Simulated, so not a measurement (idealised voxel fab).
voxel transistor to metal: a process module
We display cut, a cross-section 225 nm in width whose square cells are each 5 nm.
The cross-sections in this document take the form of a grid made of square cells. They are written out as bands, in order from top to bottom. Each band consists of one or more rows of cells.
Top height, bottom height, nm. Materials left to right, width each, nm. Single material + "everywhere" = fills band edge to edge. "empty" = empty.
Heights are reckoned from 0. Under this level, the received wafer is all of one material. The bottommost band is open-ended downward, for example "0 down".
A width given as "30..40" starts at the first number in the band's top row and ends at the second number in its bottom row, shifting by an equal amount at every step from row to row.
"remained the same" means the step left every cell of the cross-section as it was.
Each empty space that has no open way to the top and spans at least 8 cells appears under "Trapped void list" as width x height at distance, the distance counted from the left edge, all in nm.
Heads up: the bit after the settings on a step's line is the simulator's remark on that step.
Among the settings permitted on a step's line is "overlay nm"; applied to a step with a mask, it specifies the extent to which the mask lay to the right of its planned position, whereas a negative figure signifies a position to the left.

-- The steps planned for the process are as follows
1,RECEIVE (material Si)
2,CONFORMAL_DEP (material SiO2; thk nm 5)
3,CONFORMAL_DEP (material SiN; thk nm 15)
4,MASKED_ETCH (tone cover; mask id ACTIVE; width nm 85; pitch nm 110; etch materials SiN; depth nm 15; overlay nm 0)
5,MASKED_ETCH (tone cover; mask id ACTIVE; width nm 85; pitch nm 110; etch materials SiO2; depth nm 5; overlay nm 0)
6,MASKED_ETCH (tone cover; mask id ACTIVE; width nm 85; pitch nm 110; etch materials Si; depth nm 30; overlay nm 0)
7,OXIDIZE (depth nm 5)
8,FILL_DEP (material SiO2; thk nm 10)
9,CMP (height nm 20)
10,SELECTIVE_ETCH (etch materials SiO2; depth nm 10)
11,STRIP (etch materials SiN)
12,SELECTIVE_ETCH (etch materials SiO2; depth nm 5)
13,OXIDIZE (depth nm 5)
14,DIRECTIONAL_DEP (material polySi; thk nm 25)
15,DIRECTIONAL_DEP (material SiCN; thk nm 15)
16,DIRECTIONAL_DEP (material aC; thk nm 10)
17,PATTERN (tone cover; mask id GATE; material resist; width nm 15; pitch nm 110; thk nm 30; overlay nm 0)
18,DIRECTIONAL_ETCH (etch materials aC; depth nm 10)
19,STRIP (etch materials resist)
20,DIRECTIONAL_ETCH (etch materials SiCN; depth nm 25)
21,DIRECTIONAL_ETCH (etch materials polySi; depth nm 35)
22,STRIP (etch materials aC)
23,CONFORMAL_DEP (material SiN; thk nm 5)
24,DIRECTIONAL_ETCH (etch materials SiN; depth nm 5)
25,DIRECTIONAL_ETCH (etch materials SiO2; depth nm 5)
26,DIRECTIONAL_ETCH (etch materials Si; depth nm 15)
27,EPI (material pSi; thk nm 15)
28,FILL_DEP (material SiO2; thk nm 10)
29,CMP (height nm 40)
30,DIRECTIONAL_DEP (material SiO2; thk nm 15)
31,MASKED_ETCH (tone open; mask id CONTACT; width nm 15; etch materials SiO2; depth nm 60; overlay nm 0)
32,CONFORMAL_DEP (material TiN; thk nm 5)
33,FILL_DEP (material W; thk nm 5)
34,CMP (height nm 55)
35,CONFORMAL_DEP (material SiCN; thk nm 5)
36,DIRECTIONAL_DEP (material SiO2; thk nm 15)
37,MASKED_ETCH (tone open; mask id METAL_1; width nm 15; etch materials SiO2; depth nm 15; overlay nm 0)
38,MASKED_ETCH (tone open; mask id METAL_1; width nm 15; etch materials SiCN; depth nm 5; overlay nm 0)
39,CONFORMAL_DEP (material TiN; thk nm 5)
40,FILL_DEP (material Ru; thk nm 10)
41,CMP (height nm 75)
42,CONFORMAL_DEP (material SiN; thk nm 5)

-- So this is the incoming wafer in cross-section - it's already been through step 1
> 0 down: Si everywhere
> Trapped void list: none

-- Module complete, cross-section. Starting point and plan per above. One mistake made in running the module
> 80 to 75: SiN everywhere
> 75 to 60: 20 nm SiO2 | 5 nm TiN | 5 nm Ru | 5 nm TiN | 45 nm SiO2 | 5 nm TiN | 5 nm Ru | 5 nm TiN | 35 nm SiO2 | 5 nm TiN | 5 nm Ru | 5 nm TiN | 45 nm SiO2 | 5 nm TiN | 5 nm Ru | 5 nm TiN | 20 nm SiO2
> 60 to 55: 20 nm SiCN | 15 nm TiN | 45 nm SiCN | 15 nm TiN | 35 nm SiCN | 15 nm TiN | 45 nm SiCN | 15 nm TiN | 20 nm SiCN
> 55 to 40: 20 nm SiO2 | 5 nm TiN | 5 nm W | 5 nm TiN | 45 nm SiO2 | 5 nm TiN | 5 nm W | 5 nm TiN | 35 nm SiO2 | 5 nm TiN | 5 nm W | 5 nm TiN | 45 nm SiO2 | 5 nm TiN | 5 nm W | 5 nm TiN | 20 nm SiO2
> 40 to 25: 20 nm SiO2 | 5 nm TiN | 5 nm W | 5 nm TiN | 15 nm SiO2 | 5 nm SiN | 15 nm SiCN | 5 nm SiN | 5 nm SiO2 | 5 nm TiN | 5 nm W | 5 nm TiN | 35 nm SiO2 | 5 nm TiN | 5 nm W | 5 nm TiN | 15 nm SiO2 | 5 nm SiN | 15 nm SiCN | 5 nm SiN | 5 nm SiO2 | 5 nm TiN | 5 nm W | 5 nm TiN | 20 nm SiO2
> 25 to 15: 20 nm SiO2 | 5 nm TiN | 5 nm W | 5 nm TiN | 15 nm SiO2 | 5 nm SiN | 15 nm polySi | 5 nm SiN | 5 nm SiO2 | 5 nm TiN | 5 nm W | 5 nm TiN | 35 nm SiO2 | 5 nm TiN | 5 nm W | 5 nm TiN | 15 nm SiO2 | 5 nm SiN | 15 nm polySi | 5 nm SiN | 5 nm SiO2 | 5 nm TiN | 5 nm W | 5 nm TiN | 20 nm SiO2
> 15 to 10: 20 nm SiO2 | 5 nm TiN | 5 nm W | 5 nm TiN | 15 nm SiO2 | 5 nm SiN | 15 nm polySi | 5 nm SiN | 5 nm SiO2 | 15 nm TiN | 35 nm SiO2 | 5 nm TiN | 5 nm W | 5 nm TiN | 15 nm SiO2 | 5 nm SiN | 15 nm polySi | 5 nm SiN | 5 nm SiO2 | 15 nm TiN | 20 nm SiO2
> 10 to 5: 20 nm SiO2 | 5 nm TiN | 5 nm W | 5 nm TiN | 15 nm pSi | 5 nm SiN | 15 nm polySi | 5 nm SiN | 15 nm pSi | 5 nm TiN | 35 nm SiO2 | 5 nm TiN | 5 nm W | 5 nm TiN | 15 nm pSi | 5 nm SiN | 15 nm polySi | 5 nm SiN | 15 nm pSi | 5 nm TiN | 20 nm SiO2
> 5 to 0: 10 nm SiO2 | 5 nm SiN | 5 nm SiO2 | 5 nm TiN | 5 nm W | 5 nm TiN | 15 nm pSi | 5 nm SiN | 15 nm polySi | 5 nm SiN | 15 nm pSi | 5 nm TiN | 5 nm SiO2 | 5 nm SiN | 15 nm SiO2 | 5 nm SiN | 5 nm SiO2 | 5 nm TiN | 5 nm W | 5 nm TiN | 15 nm pSi | 5 nm SiN | 15 nm polySi | 5 nm SiN | 15 nm pSi | 5 nm TiN | 5 nm SiO2 | 5 nm SiN | 10 nm SiO2
> 0 to -5: 20 nm SiO2 | 15 nm TiN | 15 nm pSi | 25 nm SiO2 | 15 nm pSi | 5 nm TiN | 35 nm SiO2 | 15 nm TiN | 15 nm pSi | 25 nm SiO2 | 15 nm pSi | 5 nm TiN | 20 nm SiO2
> -5 to -20: 20 nm SiO2 | 30 nm pSi | 25 nm Si | 20 nm pSi | 35 nm SiO2 | 30 nm pSi | 25 nm Si | 20 nm pSi | 20 nm SiO2
> -20 to -35: 20 nm SiO2 | 75 nm Si | 35 nm SiO2 | 75 nm Si | 20 nm SiO2
> -35 down: Si everywhere
> Trapped void list: none
In executing the process, a mistake was made relative to the plan: step 17 was run on a setting that differed from the plan, and what really ran there is PATTERN (tone cover; mask id GATE; material resist; width nm 15; pitch nm 110; thk nm 30; overlay nm 5)
